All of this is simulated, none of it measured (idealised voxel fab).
This is a process module. Its name is voxel self aligned vias.
Section shown: cut. Width: 250 nm. Cell size: 5 nm, square.
A cross-section is written here as square cells arranged in a grid, and it is given in bands from the top down, each band taking up one or more rows of cells. Each band's line starts with the height of the band's top and of its bottom, in nm. Then come its materials from left to right, each with its width in nm. One material with "edge to edge" fills the band from edge to edge. "air" is empty space. Basically, 0 is our baseline, since under it the wafer straight out of the box is all one material. The bottom band has no lower end and keeps on going down, so it looks like "0..down". A two-number width, for instance "30..40", indicates that the width is equal to the first number in the top row of the band and to the second number in the bottom row, and that it changes by a constant amount per row of cells. What does "no change" mean for a step? It means no cell of the cross-section changed in that step. Under "Unvented voids" you'll find the enclosed gaps, the ones with no way out to the top, that are 8 cells or bigger; each reads width x height at distance, with distance counted from the left edge, everything in nm. Heads up: the bit after the settings on a step's line is the simulator's remark on that step. "overlay nm", when on a step's line for a step with a mask, measures how far to the right of its planned place the mask lay; a negative measure means to the left.
[Process steps foreseen in the plan]
1. RECEIVE | material Si
2. CONFORMAL_DEP | material SiO2 | thk nm 15
3. CONFORMAL_DEP | material SiCN | thk nm 5
4. DIRECTIONAL_DEP | material lowk | thk nm 25
5. PATTERN | tone open | mask id LINES | material resist | width nm 20 | pitch nm 55 | thk nm 20 | overlay nm 0
6. DIRECTIONAL_ETCH | etch materials lowk | depth nm 25
7. STRIP | etch materials resist
8. CONFORMAL_DEP | material TiN | thk nm 5
9. FILL_DEP | material W | thk nm 5
10. CMP | height nm 45
11. SELECTIVE_ETCH | etch materials W Ru TiN | depth nm 5
12. FILL_DEP | material SiN | thk nm 10
13. CMP | height nm 45
14. DIRECTIONAL_DEP | material lowk | thk nm 20
15. DIRECTIONAL_DEP | material aC | thk nm 10
16. PATTERN | tone open | mask id VIAS | material resist | width nm 40 | pitch nm 55 | thk nm 25 | overlay nm 0
17. DIRECTIONAL_ETCH | etch materials aC | depth nm 10
18. STRIP | etch materials resist
19. DIRECTIONAL_ETCH | etch materials lowk | depth nm 20
20. DIRECTIONAL_ETCH | etch materials SiN | depth nm 5
21. STRIP | etch materials aC
22. CONFORMAL_DEP | material TiN | thk nm 5
23. FILL_DEP | material Ru | thk nm 10
24. CMP | height nm 65
25. CONFORMAL_DEP | material SiCN | thk nm 5
[On the first of the two wafers: run conducted according to plan]
[So this is the incoming wafer in cross-section - it's already been through step 1]
    0..down  Si edge to edge
    Unvented voids: none
[Step 2 complete: cross-section through the wafer]
    15..0  SiO2 edge to edge
    Anything lower than 0 is untouched.
[Step 3 complete: cross-section through the wafer]
    20..15  SiCN edge to edge
    Anything lower than 15 is untouched.
[Step 4 complete: cross-section through the wafer]
    45..20  lowk edge to edge
    Anything lower than 20 is untouched.
[Step 5 complete: cross-section through the wafer]
    65..45  60 resist | 20 air | 35 resist | 20 air | 35 resist | 20 air | 60 resist
    Anything lower than 45 is untouched.
[Step 6 complete: cross-section through the wafer]
    65..45  60 resist | 20 air | 35 resist | 20 air | 35 resist | 20 air | 60 resist
    45..20  60 lowk | 20 air | 35 lowk | 20 air | 35 lowk | 20 air | 60 lowk
    Anything lower than 20 is untouched.
[Step 7 complete: cross-section through the wafer]
    45..20  60 lowk | 20 air | 35 lowk | 20 air | 35 lowk | 20 air | 60 lowk
    Anything lower than 20 is untouched.
[Step 8 complete: cross-section through the wafer]
    50..45  65 TiN | 10 air | 45 TiN | 10 air | 45 TiN | 10 air | 65 TiN
    45..25  60 lowk | 5 TiN | 10 air | 5 TiN | 35 lowk | 5 TiN | 10 air | 5 TiN | 35 lowk | 5 TiN | 10 air | 5 TiN | 60 lowk
    25..20  60 lowk | 20 TiN | 35 lowk | 20 TiN | 35 lowk | 20 TiN | 60 lowk
    Anything lower than 20 is untouched.
[Step 9 complete: cross-section through the wafer]
    55..50  W edge to edge
    50..45  65 TiN | 10 W | 45 TiN | 10 W | 45 TiN | 10 W | 65 TiN
    45..25  60 lowk | 5 TiN | 10 W | 5 TiN | 35 lowk | 5 TiN | 10 W | 5 TiN | 35 lowk | 5 TiN | 10 W | 5 TiN | 60 lowk
    Anything lower than 25 is untouched.
[Step 10 complete: cross-section through the wafer]
    45..25  60 lowk | 5 TiN | 10 W | 5 TiN | 35 lowk | 5 TiN | 10 W | 5 TiN | 35 lowk | 5 TiN | 10 W | 5 TiN | 60 lowk
    Anything lower than 25 is untouched.
[Step 11 complete: cross-section through the wafer]
    45..40  60 lowk | 20 air | 35 lowk | 20 air | 35 lowk | 20 air | 60 lowk
    Anything lower than 40 is untouched.
[Step 12 complete: cross-section through the wafer]
    55..45  SiN edge to edge
    45..40  60 lowk | 20 SiN | 35 lowk | 20 SiN | 35 lowk | 20 SiN | 60 lowk
    Anything lower than 40 is untouched.
[Step 13 complete: cross-section through the wafer]
    45..40  60 lowk | 20 SiN | 35 lowk | 20 SiN | 35 lowk | 20 SiN | 60 lowk
    Anything lower than 40 is untouched.
[Step 14 complete: cross-section through the wafer]
    65..45  lowk edge to edge
    Anything lower than 45 is untouched.
[Step 15 complete: cross-section through the wafer]
    75..65  aC edge to edge
    Anything lower than 65 is untouched.
[Step 16 complete: cross-section through the wafer]
    100..75  50 resist | 40 air | 15 resist | 40 air | 15 resist | 40 air | 50 resist
    Anything lower than 75 is untouched.
[Step 17 complete: cross-section through the wafer]
    90..75  50 resist | 40 air | 15 resist | 40 air | 15 resist | 40 air | 50 resist
    75..65  50 aC | 40 air | 15 aC | 40 air | 15 aC | 40 air | 50 aC
    Anything lower than 65 is untouched.
[Step 18 complete: cross-section through the wafer]
    75..65  50 aC | 40 air | 15 aC | 40 air | 15 aC | 40 air | 50 aC
    Anything lower than 65 is untouched.
[Step 19 complete: cross-section through the wafer]
    75..65  50 aC | 40 air | 15 aC | 40 air | 15 aC | 40 air | 50 aC
    65..45  50 lowk | 40 air | 15 lowk | 40 air | 15 lowk | 40 air | 50 lowk
    Anything lower than 45 is untouched.
[Step 20 complete: cross-section through the wafer]
    75..65  50 aC | 40 air | 15 aC | 40 air | 15 aC | 40 air | 50 aC
    65..45  50 lowk | 40 air | 15 lowk | 40 air | 15 lowk | 40 air | 50 lowk
    45..40  60 lowk | 20 air | 35 lowk | 20 air | 35 lowk | 20 air | 60 lowk
    Anything lower than 40 is untouched.
[Step 21 complete: cross-section through the wafer]
    65..45  50 lowk | 40 air | 15 lowk | 40 air | 15 lowk | 40 air | 50 lowk
    Anything lower than 45 is untouched.
[Step 22 complete: cross-section through the wafer]
    70..65  55 TiN | 30 air | 25 TiN | 30 air | 25 TiN | 30 air | 55 TiN
    65..50  50 lowk | 5 TiN | 30 air | 5 TiN | 15 lowk | 5 TiN | 30 air | 5 TiN | 15 lowk | 5 TiN | 30 air | 5 TiN | 50 lowk
    50..45  50 lowk | 15 TiN | 10 air | 15 TiN | 15 lowk | 15 TiN | 10 air | 15 TiN | 15 lowk | 15 TiN | 10 air | 15 TiN | 50 lowk
    45..40  60 lowk | 20 TiN | 35 lowk | 20 TiN | 35 lowk | 20 TiN | 60 lowk
    Anything lower than 40 is untouched.
[Step 23 complete: cross-section through the wafer]
    80..70  Ru edge to edge
    70..65  55 TiN | 30 Ru | 25 TiN | 30 Ru | 25 TiN | 30 Ru | 55 TiN
    65..50  50 lowk | 5 TiN | 30 Ru | 5 TiN | 15 lowk | 5 TiN | 30 Ru | 5 TiN | 15 lowk | 5 TiN | 30 Ru | 5 TiN | 50 lowk
    50..45  50 lowk | 15 TiN | 10 Ru | 15 TiN | 15 lowk | 15 TiN | 10 Ru | 15 TiN | 15 lowk | 15 TiN | 10 Ru | 15 TiN | 50 lowk
    Anything lower than 45 is untouched.
[Step 24 complete: cross-section through the wafer]
    65..50  50 lowk | 5 TiN | 30 Ru | 5 TiN | 15 lowk | 5 TiN | 30 Ru | 5 TiN | 15 lowk | 5 TiN | 30 Ru | 5 TiN | 50 lowk
    Anything lower than 50 is untouched.
[Step 25 complete: cross-section through the wafer]
    70..65  SiCN edge to edge
    Anything lower than 65 is untouched.
[Wafer two. Identical start, identical plan. One mistake in execution. Identical history through step 22]
[Second wafer: cross-section at the scheduled end of step 23]
    80..70  aC edge to edge
    70..65  55 TiN | 30 aC | 25 TiN | 30 aC | 25 TiN | 30 aC | 55 TiN
    65..50  50 lowk | 5 TiN | 30 aC | 5 TiN | 15 lowk | 5 TiN | 30 aC | 5 TiN | 15 lowk | 5 TiN | 30 aC | 5 TiN | 50 lowk
    50..45  50 lowk | 15 TiN | 10 aC | 15 TiN | 15 lowk | 15 TiN | 10 aC | 15 TiN | 15 lowk | 15 TiN | 10 aC | 15 TiN | 50 lowk
    Anything lower than 45 is untouched.
[Second wafer: cross-section at the scheduled end of step 24]
    65..50  50 lowk | 5 TiN | 30 aC | 5 TiN | 15 lowk | 5 TiN | 30 aC | 5 TiN | 15 lowk | 5 TiN | 30 aC | 5 TiN | 50 lowk
    Anything lower than 50 is untouched.
[Second wafer: cross-section at the scheduled end of step 25]
    70..65  SiCN edge to edge
    Anything lower than 65 is untouched.
Which mistake was made when the wafer was run? step 23 went in with a setting other than planned; the actual run was FILL_DEP | material aC | thk nm 10
Upon completion, the second wafer contains, in terms of cells, a greater or smaller amount of certain materials than the first wafer: Ru -60, aC +60
